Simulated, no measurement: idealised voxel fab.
Process module heading - voxel wiring stack
FYI the section here is cut, 225 nm wide, cells are 5 nm squares.
In what follows, cross-sections appear as grids of square cells, described through bands that run from the top down, where every band is one or more rows of cells.
It is stipulated that each band's entry specify, in nanometres, the height of the top of the band and then that of its bottom, followed by the materials of the band in left-to-right sequence, each together with its width in nanometres. A single material marked by the word "everywhere" is understood to fill the band from edge to edge; the word "blank" is understood to denote empty space.
Heights are measured from 0, the level below which the as-received wafer is all one material; the lowest band has no bottom and continues downward, written as in "0 and below".
Width "30..40": first value at the band's top row of cells, second value at its bottom row, equal change from row to row.
Step marked "remains unaltered"? Then no cell in the cross-section changed in it.
Each empty space that has no open way to the top and spans at least 8 cells appears under "Closed void entries" as width x height at distance, the distance counted from the left edge, all in nm.
What comes after the settings on a step's line is commentary from the simulator itself on that step.
overlay nm: for a step with a mask, the amount by which the mask lay right of where it was planned; a negative amount means left of it.

-- This section lists the process steps that were planned
1 RECEIVE, material Si
2 CONFORMAL_DEP, material SiO2, thk nm 15
3 CONFORMAL_DEP, material SiCN, thk nm 5
4 DIRECTIONAL_DEP, material SiO2, thk nm 25
5 PATTERN, tone open, mask id METAL_1, material resist, width nm 25, pitch nm 45, thk nm 15, overlay nm 0
6 DIRECTIONAL_ETCH, etch materials SiO2, depth nm 25
7 DIRECTIONAL_ETCH, etch materials SiCN, depth nm 5
8 STRIP, etch materials resist
9 CONFORMAL_DEP, material TiN, thk nm 5
10 FILL_DEP, material W, thk nm 5
11 CMP, height nm 45
12 CONFORMAL_DEP, material SiCN, thk nm 5
13 DIRECTIONAL_DEP, material lowk, thk nm 25
14 PATTERN, tone open, mask id METAL_2, material resist, width nm 25, pitch nm 45, thk nm 15, overlay nm 0
15 DIRECTIONAL_ETCH, etch materials lowk, depth nm 15
16 STRIP, etch materials resist
17 PATTERN, tone open, mask id METAL_2_HOLES, material resist, width nm 15, pitch nm 45, thk nm 15, overlay nm 0
18 DIRECTIONAL_ETCH, etch materials lowk, depth nm 10
19 DIRECTIONAL_ETCH, etch materials SiCN, depth nm 5
20 STRIP, etch materials resist
21 CONFORMAL_DEP, material TiN, thk nm 5
22 FILL_DEP, material Cu, thk nm 5
23 CMP, height nm 75
24 CONFORMAL_DEP, material SiCN, thk nm 5
25 DIRECTIONAL_DEP, material SiO2, thk nm 15
26 PATTERN, tone open, mask id PLUG_2, material resist, width nm 15, pitch nm 90, thk nm 15, overlay nm 0
27 DIRECTIONAL_ETCH, etch materials SiO2, depth nm 15
28 DIRECTIONAL_ETCH, etch materials SiCN, depth nm 5
29 STRIP, etch materials resist
30 CONFORMAL_DEP, material TiN, thk nm 5
31 FILL_DEP, material Cu, thk nm 5
32 CMP, height nm 95
33 DIRECTIONAL_DEP, material TiN, thk nm 5
34 DIRECTIONAL_DEP, material W, thk nm 20
35 DIRECTIONAL_DEP, material aC, thk nm 10
36 PATTERN, tone cover, mask id METAL_3, material resist, width nm 25, pitch nm 45, thk nm 25, overlay nm 0
37 DIRECTIONAL_ETCH, etch materials aC, depth nm 10
38 STRIP, etch materials resist
39 DIRECTIONAL_ETCH, etch materials W, depth nm 20
40 DIRECTIONAL_ETCH, etch materials TiN, depth nm 5
41 STRIP, etch materials aC
42 CONFORMAL_DEP, material SiCN, thk nm 5
43 FILL_DEP, material SiO2, thk nm 10
44 CMP, height nm 120
45 CONFORMAL_DEP, material SiCN, thk nm 5
46 DIRECTIONAL_DEP, material lowk, thk nm 25
47 PATTERN, tone open, mask id METAL_4, material resist, width nm 25, pitch nm 45, thk nm 15, overlay nm 0
48 DIRECTIONAL_ETCH, etch materials lowk, depth nm 15
49 STRIP, etch materials resist
50 DIRECTIONAL_DEP, material aC, thk nm 10
51 PATTERN, tone open, mask id METAL_4_HOLES, material resist, width nm 15, pitch nm 45, thk nm 30, overlay nm 0
52 DIRECTIONAL_ETCH, etch materials aC, depth nm 10
53 STRIP, etch materials resist
54 DIRECTIONAL_ETCH, etch materials lowk, depth nm 10
55 DIRECTIONAL_ETCH, etch materials SiCN, depth nm 5
56 STRIP, etch materials aC
57 CONFORMAL_DEP, material TiN, thk nm 5
58 FILL_DEP, material Ru, thk nm 10
59 CMP, height nm 150
60 CONFORMAL_DEP, material SiCN, thk nm 5

-- Cross-section, incoming material, after step 1
- 0 and below = Si everywhere
- Closed void entries: none

-- End-of-module cross-section of the first of two wafers, processed as planned
- 155 down to 150 = SiCN everywhere
- 150 down to 140 = lowk 30 | TiN 5 | Ru 15 | TiN 5 | lowk 20 | TiN 5 | Ru 15 | TiN 5 | lowk 20 | TiN 5 | Ru 15 | TiN 5 | lowk 20 | TiN 5 | Ru 15 | TiN 5 | lowk 35
- 140 down to 135 = lowk 30 | TiN 5 | Ru 5 | TiN 15 | lowk 20 | TiN 5 | Ru 5 | TiN 15 | lowk 20 | TiN 5 | Ru 5 | TiN 15 | lowk 20 | TiN 5 | Ru 5 | TiN 15 | lowk 35
- 135 down to 125 = lowk 30 | TiN 5 | Ru 5 | TiN 5 | lowk 30 | TiN 5 | Ru 5 | TiN 5 | lowk 30 | TiN 5 | Ru 5 | TiN 5 | lowk 30 | TiN 5 | Ru 5 | TiN 5 | lowk 45
- 125 down to 120 = SiCN 30 | TiN 15 | SiCN 30 | TiN 15 | SiCN 30 | TiN 15 | SiCN 30 | TiN 15 | SiCN 45
- 120 down to 100 = SiO2 25 | SiCN 5 | W 25 | SiCN 5 | SiO2 10 | SiCN 5 | W 25 | SiCN 5 | SiO2 10 | SiCN 5 | W 25 | SiCN 5 | SiO2 10 | SiCN 5 | W 25 | SiCN 5 | SiO2 30
- 100 down to 95 = SiCN 30 | TiN 25 | SiCN 20 | TiN 25 | SiCN 20 | TiN 25 | SiCN 20 | TiN 25 | SiCN 35
- 95 down to 80 = SiO2 30 | TiN 5 | Cu 5 | TiN 5 | SiO2 75 | TiN 5 | Cu 5 | TiN 5 | SiO2 90
- 80 down to 75 = SiCN 30 | TiN 15 | SiCN 75 | TiN 15 | SiCN 90
- 75 down to 65 = lowk 30 | TiN 5 | Cu 15 | TiN 5 | lowk 20 | TiN 5 | Cu 15 | TiN 5 | lowk 20 | TiN 5 | Cu 15 | TiN 5 | lowk 20 | TiN 5 | Cu 15 | TiN 5 | lowk 35
- 65 down to 60 = lowk 30 | TiN 5 | Cu 5 | TiN 15 | lowk 20 | TiN 5 | Cu 5 | TiN 15 | lowk 20 | TiN 5 | Cu 5 | TiN 15 | lowk 20 | TiN 5 | Cu 5 | TiN 15 | lowk 35
- 60 down to 50 = lowk 30 | TiN 5 | Cu 5 | TiN 5 | lowk 30 | TiN 5 | Cu 5 | TiN 5 | lowk 30 | TiN 5 | Cu 5 | TiN 5 | lowk 30 | TiN 5 | Cu 5 | TiN 5 | lowk 45
- 50 down to 45 = SiCN 30 | TiN 15 | SiCN 30 | TiN 15 | SiCN 30 | TiN 15 | SiCN 30 | TiN 15 | SiCN 45
- 45 down to 20 = SiO2 30 | TiN 5 | W 15 | TiN 5 | SiO2 20 | TiN 5 | W 15 | TiN 5 | SiO2 20 | TiN 5 | W 15 | TiN 5 | SiO2 20 | TiN 5 | W 15 | TiN 5 | SiO2 35
- 20 down to 15 = SiCN 30 | TiN 25 | SiCN 20 | TiN 25 | SiCN 20 | TiN 25 | SiCN 20 | TiN 25 | SiCN 35
- 15 down to 0 = SiO2 everywhere
- 0 and below = Si everywhere
- Closed void entries: none

-- What the second wafer looks like in cross-section once the module is done. Its start and its plan matched the first wafer's exactly; what differed was one mistake in how it was run
- 155 down to 150 = SiCN everywhere
- 150 down to 140 = lowk 25 | TiN 5 | Ru 15 | TiN 5 | lowk 20 | TiN 5 | Ru 15 | TiN 5 | lowk 20 | TiN 5 | Ru 15 | TiN 5 | lowk 20 | TiN 5 | Ru 15 | TiN 5 | lowk 40
- 140 down to 135 = lowk 25 | TiN 10 | Ru 5 | TiN 10 | lowk 20 | TiN 10 | Ru 5 | TiN 10 | lowk 20 | TiN 10 | Ru 5 | TiN 10 | lowk 20 | TiN 10 | Ru 5 | TiN 10 | lowk 40
- 135 down to 125 = lowk 30 | TiN 5 | Ru 5 | TiN 5 | lowk 30 | TiN 5 | Ru 5 | TiN 5 | lowk 30 | TiN 5 | Ru 5 | TiN 5 | lowk 30 | TiN 5 | Ru 5 | TiN 5 | lowk 45
- 125 down to 120 = SiCN 30 | TiN 15 | SiCN 30 | TiN 15 | SiCN 30 | TiN 15 | SiCN 30 | TiN 15 | SiCN 45
- 120 down to 100 = SiO2 25 | SiCN 5 | W 25 | SiCN 5 | SiO2 10 | SiCN 5 | W 25 | SiCN 5 | SiO2 10 | SiCN 5 | W 25 | SiCN 5 | SiO2 10 | SiCN 5 | W 25 | SiCN 5 | SiO2 30
- 100 down to 95 = SiCN 30 | TiN 25 | SiCN 20 | TiN 25 | SiCN 20 | TiN 25 | SiCN 20 | TiN 25 | SiCN 35
- 95 down to 80 = SiO2 30 | TiN 5 | Cu 5 | TiN 5 | SiO2 75 | TiN 5 | Cu 5 | TiN 5 | SiO2 90
- 80 down to 75 = SiCN 30 | TiN 15 | SiCN 75 | TiN 15 | SiCN 90
- 75 down to 65 = lowk 30 | TiN 5 | Cu 15 | TiN 5 | lowk 20 | TiN 5 | Cu 15 | TiN 5 | lowk 20 | TiN 5 | Cu 15 | TiN 5 | lowk 20 | TiN 5 | Cu 15 | TiN 5 | lowk 35
- 65 down to 60 = lowk 30 | TiN 5 | Cu 5 | TiN 15 | lowk 20 | TiN 5 | Cu 5 | TiN 15 | lowk 20 | TiN 5 | Cu 5 | TiN 15 | lowk 20 | TiN 5 | Cu 5 | TiN 15 | lowk 35
- 60 down to 50 = lowk 30 | TiN 5 | Cu 5 | TiN 5 | lowk 30 | TiN 5 | Cu 5 | TiN 5 | lowk 30 | TiN 5 | Cu 5 | TiN 5 | lowk 30 | TiN 5 | Cu 5 | TiN 5 | lowk 45
- 50 down to 45 = SiCN 30 | TiN 15 | SiCN 30 | TiN 15 | SiCN 30 | TiN 15 | SiCN 30 | TiN 15 | SiCN 45
- 45 down to 20 = SiO2 30 | TiN 5 | W 15 | TiN 5 | SiO2 20 | TiN 5 | W 15 | TiN 5 | SiO2 20 | TiN 5 | W 15 | TiN 5 | SiO2 20 | TiN 5 | W 15 | TiN 5 | SiO2 35
- 20 down to 15 = SiCN 30 | TiN 25 | SiCN 20 | TiN 25 | SiCN 20 | TiN 25 | SiCN 20 | TiN 25 | SiCN 35
- 15 down to 0 = SiO2 everywhere
- 0 and below = Si everywhere
- Closed void entries: none
Deviation noted in wafer processing: step 47 did not use the planned setting and instead ran as PATTERN, tone open, mask id METAL_4, material resist, width nm 25, pitch nm 45, thk nm 15, overlay nm -5
Comparing end states, the material composition by cell count is preserved from the first wafer to the second, while the locations of the cells are not.
